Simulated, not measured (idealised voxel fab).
Module name: voxel fin reveal (process module)
Cross-sectional view cut (width: 275 nm; square cell size: 5 nm).
Cross-sections here: square-cell grids, written as top-down lists of bands, a band being one or more rows of cells. Quick guide to a band line: top height, bottom height (nm) up front; then every material left to right with its width in nm. Only one material and it's marked "all across"? Then it fills the band edge to edge. And "empty" just means empty space. Height datum 0, below which the as-received substrate wafer is one material. Lowest band open at the bottom, running downward: "from 0 down". Quick explanation for "30..40": the width changes in equal steps down the rows of cells, from the first number in the band's top row to the second number in its bottom row. It should be understood that the words "no modification", when stated for a given step, signify that the cross-section underwent no change in any of its cells during that step. Look at "Trapped cavities" for the closed voids: empty spaces with no open path to the top, sized 8 cells or up. Each is width x height at distance, distance from the left edge, all nm. Heads up: the bit after the settings on a step's line is the simulator's remark on that step. overlay nm: right-of-plan distance of the mask on a masked step; negative values mean left-of-plan.
Plan:
step 1: RECEIVE, material Si
step 2: CONFORMAL_DEP, material SiN, thk nm 5
step 3: PATTERN, tone cover, mask id FINS, material resist, width nm 15, pitch nm 35, thk nm 20, overlay nm 0
step 4: DIRECTIONAL_ETCH, etch materials SiN, depth nm 5
step 5: DIRECTIONAL_ETCH, etch materials Si, depth nm 30
step 6: STRIP, etch materials resist
step 7: FILL_DEP, material SiO2, thk nm 5
step 8: CMP, height nm 5
step 9: SELECTIVE_ETCH, etch materials SiO2, depth nm 15
step 10: STRIP, etch materials SiN
So, the first of our two wafers, run just as we planned it:
This is the cross-section of the wafer as we received it, i.e. after step 1:
	from 0 down = Si all across
	Trapped cavities: none
State of the wafer after step 2, shown in cross-section:
	from 5 to 0 = SiN all across
	Under 0: no change, same as before.
State of the wafer after step 3, shown in cross-section:
	from 25 to 5 = 95 nm empty / 15 nm resist / 20 nm empty / 15 nm resist / 20 nm empty / 15 nm resist / 95 nm empty
	Under 5: no change, same as before.
State of the wafer after step 4, shown in cross-section:
	from 25 to 5 = 95 nm empty / 15 nm resist / 20 nm empty / 15 nm resist / 20 nm empty / 15 nm resist / 95 nm empty
	from 5 to 0 = 95 nm empty / 15 nm SiN / 20 nm empty / 15 nm SiN / 20 nm empty / 15 nm SiN / 95 nm empty
	Under 0: no change, same as before.
State of the wafer after step 5, shown in cross-section:
	from 25 to 5 = 95 nm empty / 15 nm resist / 20 nm empty / 15 nm resist / 20 nm empty / 15 nm resist / 95 nm empty
	from 5 to 0 = 95 nm empty / 15 nm SiN / 20 nm empty / 15 nm SiN / 20 nm empty / 15 nm SiN / 95 nm empty
	from 0 to -30 = 95 nm empty / 15 nm Si / 20 nm empty / 15 nm Si / 20 nm empty / 15 nm Si / 95 nm empty
	Under -30: no change, same as before.
State of the wafer after step 6, shown in cross-section:
	from 5 to 0 = 95 nm empty / 15 nm SiN / 20 nm empty / 15 nm SiN / 20 nm empty / 15 nm SiN / 95 nm empty
	Under 0: no change, same as before.
State of the wafer after step 7, shown in cross-section:
	from 10 to 5 = SiO2 all across
	from 5 to 0 = 95 nm SiO2 / 15 nm SiN / 20 nm SiO2 / 15 nm SiN / 20 nm SiO2 / 15 nm SiN / 95 nm SiO2
	from 0 to -30 = 95 nm SiO2 / 15 nm Si / 20 nm SiO2 / 15 nm Si / 20 nm SiO2 / 15 nm Si / 95 nm SiO2
	Under -30: no change, same as before.
State of the wafer after step 8, shown in cross-section:
	from 5 to 0 = 95 nm SiO2 / 15 nm SiN / 20 nm SiO2 / 15 nm SiN / 20 nm SiO2 / 15 nm SiN / 95 nm SiO2
	Under 0: no change, same as before.
State of the wafer after step 9, shown in cross-section:
	from 5 to 0 = 95 nm empty / 15 nm SiN / 20 nm empty / 15 nm SiN / 20 nm empty / 15 nm SiN / 95 nm empty
	from 0 to -10 = 95 nm empty / 15 nm Si / 20 nm empty / 15 nm Si / 20 nm empty / 15 nm Si / 95 nm empty
	Under -10: no change, same as before.
State of the wafer after step 10, shown in cross-section:
	from 0 to -10 = 95 nm empty / 15 nm Si / 20 nm empty / 15 nm Si / 20 nm empty / 15 nm Si / 95 nm empty
	Under -10: no change, same as before.
Second wafer: same start and same plan as the first, one execution error; identical to the first through step 4:
Second wafer profile in section, at the moment step 5 of the plan was meant to be complete:
	from 25 to 5 = 95 nm empty / 15 nm resist / 20 nm empty / 15 nm resist / 20 nm empty / 15 nm resist / 95 nm empty
	from 5 to 0 = 95 nm empty / 15 nm SiN / 20 nm empty / 15 nm SiN / 20 nm empty / 15 nm SiN / 95 nm empty
	from 0 to -60 = 95 nm empty / 15 nm Si / 20 nm empty / 15 nm Si / 20 nm empty / 15 nm Si / 95 nm empty
	Under -60: no change, same as before.
Second wafer profile in section, at the moment step 6 of the plan was meant to be complete:
	from 5 to 0 = 95 nm empty / 15 nm SiN / 20 nm empty / 15 nm SiN / 20 nm empty / 15 nm SiN / 95 nm empty
	Under 0: no change, same as before.
Second wafer profile in section, at the moment step 7 of the plan was meant to be complete:
	from 10 to 5 = SiO2 all across
	from 5 to 0 = 95 nm SiO2 / 15 nm SiN / 20 nm SiO2 / 15 nm SiN / 20 nm SiO2 / 15 nm SiN / 95 nm SiO2
	from 0 to -60 = 95 nm SiO2 / 15 nm Si / 20 nm SiO2 / 15 nm Si / 20 nm SiO2 / 15 nm Si / 95 nm SiO2
	Under -60: no change, same as before.
Second wafer profile in section, at the moment step 8 of the plan was meant to be complete:
	from 5 to 0 = 95 nm SiO2 / 15 nm SiN / 20 nm SiO2 / 15 nm SiN / 20 nm SiO2 / 15 nm SiN / 95 nm SiO2
	Under 0: no change, same as before.
Second wafer profile in section, at the moment step 9 of the plan was meant to be complete:
	from 5 to 0 = 95 nm empty / 15 nm SiN / 20 nm empty / 15 nm SiN / 20 nm empty / 15 nm SiN / 95 nm empty
	from 0 to -10 = 95 nm empty / 15 nm Si / 20 nm empty / 15 nm Si / 20 nm empty / 15 nm Si / 95 nm empty
	Under -10: no change, same as before.
Second wafer profile in section, at the moment step 10 of the plan was meant to be complete:
	from 0 to -10 = 95 nm empty / 15 nm Si / 20 nm empty / 15 nm Si / 20 nm empty / 15 nm Si / 95 nm empty
	Under -10: no change, same as before.
So what did we get wrong on this run? step 5 from the plan got run twice
Wafer comparison, final, in cells, second relative to first, materials more or fewer: -276 Si | +276 SiO2
